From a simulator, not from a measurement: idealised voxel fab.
Title: Process Module voxel wiring stack
240 nm wide, 5 nm square cells: that's cross-section cut.
Throughout this document, each cross-section is represented as a grid of square cells and is presented as a sequence of bands enumerated from the top downward, where a band comprises one or more rows of cells. A band entry consists of two parts. The first gives the height of the band's top and the height of its bottom, in nm. The rest lists the band's materials from left to right, each with its width in nm. A single material labelled with the word "throughout" fills the band from edge to edge, and the word "empty" marks empty space. Below 0: as-received wafer, all one material; heights counted from there. Lowest band: no bottom, goes on down, written "0 and below". Top row gets the first number, bottom row gets the second, and each row in between changes by the same step: that is how a band width like "30 to 40" works. A step reported as "no alteration" is a step in which no cell of the cross-section changed. This entry, "Closed voids list", enumerates those empty regions of no fewer than 8 cells that possess no open connection to the top. Each region is reported in the form width x height at distance, the distance being taken from the left edge, with all three quantities expressed in nm. What comes after the settings on a step's line is commentary from the simulator itself on that step. overlay nm: right-of-plan distance of the mask on a masked step; negative values mean left-of-plan.

SO HERE'S THE LINEUP OF PROCESS STEPS WE PLANNED
1: RECEIVE: material Si
2: CONFORMAL_DEP: material SiO2, thk nm 15
3: DIRECTIONAL_DEP: material TiN, thk nm 5
4: DIRECTIONAL_DEP: material W, thk nm 20
5: PATTERN: tone cover, mask id METAL_1, material resist, width nm 25, pitch nm 45, thk nm 15, overlay nm 0
6: DIRECTIONAL_ETCH: etch materials W, depth nm 20
7: DIRECTIONAL_ETCH: etch materials TiN, depth nm 5
8: STRIP: etch materials resist
9: FILL_DEP: material SiO2, thk nm 10
10: CMP: height nm 40
11: CONFORMAL_DEP: material SiCN, thk nm 5
12: DIRECTIONAL_DEP: material SiO2, thk nm 25
13: MASKED_ETCH: tone open, mask id METAL_2_HOLES, width nm 15, pitch nm 90, etch materials SiO2, depth nm 25, overlay nm 0
14: PATTERN: tone open, mask id METAL_2, material resist, width nm 25, pitch nm 45, thk nm 15, overlay nm 0
15: DIRECTIONAL_ETCH: etch materials SiO2, depth nm 15
16: DIRECTIONAL_ETCH: etch materials SiCN, depth nm 5
17: STRIP: etch materials resist
18: CONFORMAL_DEP: material TiN, thk nm 5
19: FILL_DEP: material Cu, thk nm 10
20: CMP: height nm 70
21: CONFORMAL_DEP: material SiCN, thk nm 5
22: DIRECTIONAL_DEP: material SiO2, thk nm 35
23: DIRECTIONAL_DEP: material aC, thk nm 15
24: PATTERN: tone open, mask id METAL_3, material resist, width nm 25, pitch nm 45, thk nm 35, overlay nm 0
25: DIRECTIONAL_ETCH: etch materials aC, depth nm 15
26: STRIP: etch materials resist
27: DIRECTIONAL_ETCH: etch materials SiO2, depth nm 20
28: STRIP: etch materials aC
29: PATTERN: tone open, mask id METAL_3_HOLES, material resist, width nm 15, pitch nm 90, thk nm 20, overlay nm 0
30: DIRECTIONAL_ETCH: etch materials SiO2, depth nm 15
31: DIRECTIONAL_ETCH: etch materials SiCN, depth nm 5
32: STRIP: etch materials resist
33: CONFORMAL_DEP: material TiN, thk nm 5
34: FILL_DEP: material Ru, thk nm 10
35: CMP: height nm 110
36: CONFORMAL_DEP: material SiCN, thk nm 5
37: DIRECTIONAL_DEP: material SiO2, thk nm 25
38: DIRECTIONAL_DEP: material aC, thk nm 15
39: PATTERN: tone open, mask id METAL_4, material resist, width nm 25, pitch nm 45, thk nm 30, overlay nm 0
40: DIRECTIONAL_ETCH: etch materials aC, depth nm 15
41: STRIP: etch materials resist
42: DIRECTIONAL_ETCH: etch materials SiO2, depth nm 15
43: STRIP: etch materials aC
44: PATTERN: tone open, mask id METAL_4_HOLES, material resist, width nm 15, pitch nm 90, thk nm 20, overlay nm 0
45: DIRECTIONAL_ETCH: etch materials SiO2, depth nm 10
46: DIRECTIONAL_ETCH: etch materials SiCN, depth nm 5
47: STRIP: etch materials resist
48: CONFORMAL_DEP: material TiN, thk nm 5
49: FILL_DEP: material Cu, thk nm 10
50: CMP: height nm 140
51: CONFORMAL_DEP: material SiN, thk nm 5

AS RECEIVED (POST STEP 1): CROSS-SECTION
  0 and below: Si throughout
  Closed voids list: none

FIRST OF TWO WAFERS: CROSS-SECTION AT END OF MODULE, RUN PER PLAN
  145 down to 140: SiN throughout
  140 down to 130: SiO2: 60 / TiN: 5 / Cu: 15 / TiN: 5 / SiO2: 20 / TiN: 5 / Cu: 15 / TiN: 5 / SiO2: 20 / TiN: 5 / Cu: 15 / TiN: 5 / SiO2: 65
  130 down to 125: SiO2: 60 / TiN: 5 / Cu: 5 / TiN: 15 / SiO2: 20 / TiN: 25 / SiO2: 20 / TiN: 5 / Cu: 5 / TiN: 15 / SiO2: 65
  125 down to 115: SiO2: 60 / TiN: 5 / Cu: 5 / TiN: 5 / SiO2: 75 / TiN: 5 / Cu: 5 / TiN: 5 / SiO2: 75
  115 down to 110: SiCN: 60 / TiN: 15 / SiCN: 75 / TiN: 15 / SiCN: 75
  110 down to 95: SiO2: 60 / TiN: 5 / Ru: 15 / TiN: 5 / SiO2: 20 / TiN: 5 / Ru: 15 / TiN: 5 / SiO2: 20 / TiN: 5 / Ru: 15 / TiN: 5 / SiO2: 65
  95 down to 90: SiO2: 60 / TiN: 5 / Ru: 5 / TiN: 15 / SiO2: 20 / TiN: 25 / SiO2: 20 / TiN: 5 / Ru: 5 / TiN: 15 / SiO2: 65
  90 down to 75: SiO2: 60 / TiN: 5 / Ru: 5 / TiN: 5 / SiO2: 75 / TiN: 5 / Ru: 5 / TiN: 5 / SiO2: 75
  75 down to 70: SiCN: 60 / TiN: 15 / SiCN: 75 / TiN: 15 / SiCN: 75
  70 down to 60: SiO2: 60 / TiN: 5 / Cu: 15 / TiN: 5 / SiO2: 20 / TiN: 5 / Cu: 15 / TiN: 5 / SiO2: 20 / TiN: 5 / Cu: 15 / TiN: 5 / SiO2: 65
  60 down to 55: SiO2: 60 / TiN: 5 / Cu: 5 / TiN: 15 / SiO2: 20 / TiN: 25 / SiO2: 20 / TiN: 5 / Cu: 5 / TiN: 15 / SiO2: 65
  55 down to 45: SiO2: 60 / TiN: 5 / Cu: 5 / TiN: 5 / SiO2: 75 / TiN: 5 / Cu: 5 / TiN: 5 / SiO2: 75
  45 down to 40: SiCN: 60 / TiN: 15 / SiCN: 75 / TiN: 15 / SiCN: 75
  40 down to 20: SiO2: 60 / W: 25 / SiO2: 20 / W: 25 / SiO2: 20 / W: 25 / SiO2: 65
  20 down to 15: SiO2: 60 / TiN: 25 / SiO2: 20 / TiN: 25 / SiO2: 20 / TiN: 25 / SiO2: 65
  15 down to 0: SiO2 throughout
  0 and below: Si throughout
  Closed voids list: none

CROSS-SECTIONAL VIEW OF THE SECOND OF TWO WAFERS UPON COMPLETION OF THE MODULE. THIS WAFER SHARED ITS STARTING CONDITION AND PROCESS PLAN WITH THE FIRST; ONE ERROR WAS MADE DURING ITS EXECUTION
  145 down to 140: SiN throughout
  140 down to 130: SiO2: 60 / TiN: 5 / Cu: 15 / TiN: 5 / SiO2: 20 / TiN: 5 / Cu: 15 / TiN: 5 / SiO2: 20 / TiN: 5 / Cu: 15 / TiN: 5 / SiO2: 65
  130 down to 125: SiO2: 60 / TiN: 5 / Cu: 5 / TiN: 15 / SiO2: 20 / TiN: 25 / SiO2: 20 / TiN: 5 / Cu: 5 / TiN: 15 / SiO2: 65
  125 down to 115: SiO2: 60 / TiN: 5 / Cu: 5 / TiN: 5 / SiO2: 75 / TiN: 5 / Cu: 5 / TiN: 5 / SiO2: 75
  115 down to 110: SiCN: 60 / TiN: 15 / SiCN: 75 / TiN: 15 / SiCN: 75
  110 down to 95: SiO2: 60 / TiN: 5 / Ru: 15 / TiN: 5 / SiO2: 20 / TiN: 5 / Ru: 15 / TiN: 5 / SiO2: 20 / TiN: 5 / Ru: 15 / TiN: 5 / SiO2: 65
  95 down to 90: SiO2: 60 / TiN: 5 / Ru: 5 / TiN: 15 / SiO2: 20 / TiN: 25 / SiO2: 20 / TiN: 5 / Ru: 5 / TiN: 15 / SiO2: 65
  90 down to 75: SiO2: 60 / TiN: 5 / Ru: 5 / TiN: 5 / SiO2: 75 / TiN: 5 / Ru: 5 / TiN: 5 / SiO2: 75
  75 down to 70: SiCN: 60 / TiN: 15 / SiCN: 75 / TiN: 15 / SiCN: 75
  70 down to 60: Cu throughout
  60 down to 55: Cu: 55 / TiN: 25 / Cu: 65 / TiN: 25 / Cu: 70
  55 down to 50: Cu: 55 / TiN: 5 / SiO2: 15 / TiN: 5 / Cu: 65 / TiN: 5 / SiO2: 15 / TiN: 5 / Cu: 70
  50 down to 45: TiN: 60 / SiO2: 15 / TiN: 35 / Cu: 15 / TiN: 25 / SiO2: 15 / TiN: 75
  45 down to 40: SiCN: 75 / TiN: 10 / SiCN: 20 / TiN: 25 / SiCN: 35 / TiN: 10 / SiCN: 65
  40 down to 20: SiO2: 60 / W: 25 / SiO2: 20 / W: 25 / SiO2: 20 / W: 25 / SiO2: 65
  20 down to 15: SiO2: 60 / TiN: 25 / SiO2: 20 / TiN: 25 / SiO2: 20 / TiN: 25 / SiO2: 65
  15 down to 0: SiO2 throughout
  0 and below: Si throughout
  Closed voids list: none
Processing error: note that step 13 departed from the planned setting and was carried out as MASKED_ETCH: tone cover, mask id METAL_2_HOLES, width nm 15, pitch nm 90, etch materials SiO2, depth nm 25, overlay nm 0
Final wafer comparison in cells, second versus first, more or fewer per material: Cu +151; SiCN -3; SiO2 -171; TiN +23
